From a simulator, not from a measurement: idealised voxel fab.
Process module name: voxel spacer lines
Cross-section cut spans 215 nm and uses square cells 5 nm in size.
A cross-section is a grid of square cells, given in bands from the top down. A band is one or more rows of cells.
Band entry format. Leading values: height of top, height of bottom, nm. Remainder: materials in left-to-right order, each with its width in nm. Special words: "all across" on a single material, which then fills the band edge to edge; "air", empty space.
It should be noted that heights are counted from 0, beneath which the wafer as supplied is of one material throughout, and that the lowest band possesses no lower boundary but continues downward, as written in "z 0 and below".
Width spec "30->40" -> top row of cells at first value, bottom row at second value, equal per-row change in between.
What does "nothing got changed" mean for a step? It means no cell of the cross-section changed in that step.
What "Closed void roster" gives you is every empty space of 8 cells or more that is cut off from the top. Each appears as width x height at distance, with the distance taken from the left edge and width, height and distance all in nm.
What comes after the settings on a step's line is commentary from the simulator itself on that step.
If you see "overlay nm" on a step's line and that step has a mask, it's telling you how far right of where it was planned the mask ended up; a negative number means it went left instead.
The process steps that were planned are listed below
step 1: RECEIVE | material Si
step 2: CONFORMAL_DEP | material Al2O3 | thk nm 10
step 3: DIRECTIONAL_DEP | material SiN | thk nm 15
step 4: DIRECTIONAL_DEP | material polySi | thk nm 30
step 5: PATTERN | tone cover | mask id MANDREL | material resist | width nm 20 | pitch nm 60 | thk nm 35 | overlay nm 0
step 6: DIRECTIONAL_ETCH | etch materials polySi | depth nm 30
step 7: STRIP | etch materials resist
step 8: CONFORMAL_DEP | material SiO2 | thk nm 10
step 9: DIRECTIONAL_ETCH | etch materials SiO2 | depth nm 10
step 10: STRIP | etch materials polySi
step 11: DIRECTIONAL_ETCH | etch materials SiN | depth nm 15
step 12: STRIP | etch materials SiO2
Cross-section of the wafer as it came to us, i.e., already through step 1
> z 0 and below | Si all across
> Closed void roster: none
Module complete, cross-section. Starting point and plan per above. One mistake made in running the module
> z 15 to 10 | air 55 nm  SiN 10 nm  air 20 nm  SiN 10 nm  air 20 nm  SiN 10 nm  air 20 nm  SiN 10 nm  air 60 nm
> z 10 to 0 | Al2O3 all across
> z 0 and below | Si all across
> Closed void roster: none
Heads up, the wafer didn't run the way we planned it: contrary to plan, step 3 was performed as DIRECTIONAL_DEP | material SiN | thk nm 5
